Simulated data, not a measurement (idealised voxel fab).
The process module presented herein is designated voxel fin reveal.
We display cut, a cross-section 290 nm in width whose square cells are each 5 nm.
If you're reading a cross-section in this doc, picture square cells in a grid; it comes to you as bands, top ones listed first down to the bottom, and a band can be one or more rows of cells. Band: top and bottom heights (nm) first, top before bottom; then materials from left to right, widths in nm. "edge to edge" marks a sole material filling the band edge to edge. "blank" denotes empty space. Heights are measured from 0, the level below which the as-received wafer is all one material; the lowest band has no bottom and continues downward, written as in "from 0 down". A two-number width, for instance "30->40", indicates that the width is equal to the first number in the top row of the band and to the second number in the bottom row, and that it changes by a constant amount per row of cells. Step note "everything unchanged" = no cross-section cell changed. Heads up: "Enclosed internal voids" only lists the empty pockets with no open path to the top that are 8 cells or more, and it writes them as width x height at distance, distance from the left edge, in nm. Where a step's line continues beyond its settings, the continuation is a remark by the simulator itself on that step. overlay nm: mask offset rightward from planned place, masked step; negative means leftward offset.
### plan
1 RECEIVE | material Si
2 CONFORMAL_DEP | material SiN | thk nm 10
3 DIRECTIONAL_DEP | material aC | thk nm 15
4 PATTERN | tone cover | mask id FINS | material resist | width nm 15 | pitch nm 35 | thk nm 30 | overlay nm 0
5 DIRECTIONAL_ETCH | etch materials aC | depth nm 15
6 STRIP | etch materials resist
7 DIRECTIONAL_ETCH | etch materials SiN | depth nm 10
8 DIRECTIONAL_ETCH | etch materials Si | depth nm 35
9 STRIP | etch materials aC
10 OXIDIZE | depth nm 5
11 FILL_DEP | material SiO2 | thk nm 5
12 CMP | height nm 10
13 SELECTIVE_ETCH | etch materials SiO2 | depth nm 35
14 STRIP | etch materials SiN
15 CONFORMAL_DEP | material SiO2 | thk nm 5
### As-received state of the wafer in cross-section, equivalent to post-step 1
  from 0 down: Si edge to edge
  Enclosed internal voids: none
### One mistake in running the module, otherwise start and plan as above: cross-section at the end
  from 5 to 0: blank=85 | SiO2=15 | blank=20 | SiO2=15 | blank=20 | SiO2=15 | blank=20 | SiO2=15 | blank=85
  from 0 to -20: blank=85 | SiO2=5 | Si=5 | SiO2=5 | blank=20 | SiO2=5 | Si=5 | SiO2=5 | blank=20 | SiO2=5 | Si=5 | SiO2=5 | blank=20 | SiO2=5 | Si=5 | SiO2=5 | blank=85
  from -20 to -30: SiO2=55 | blank=30 | SiO2=5 | Si=5 | SiO2=5 | blank=20 | SiO2=5 | Si=5 | SiO2=5 | blank=20 | SiO2=5 | Si=5 | SiO2=5 | blank=20 | SiO2=5 | Si=5 | SiO2=5 | blank=30 | SiO2=55
  from -30 to -40: SiO2=90 | Si=5 | SiO2=30 | Si=5 | SiO2=30 | Si=5 | SiO2=30 | Si=5 | SiO2=90
  from -40 down: Si edge to edge
  Enclosed internal voids: none
Against the plan, the run slipped here: steps 13 and 14 run out of order (swapped)
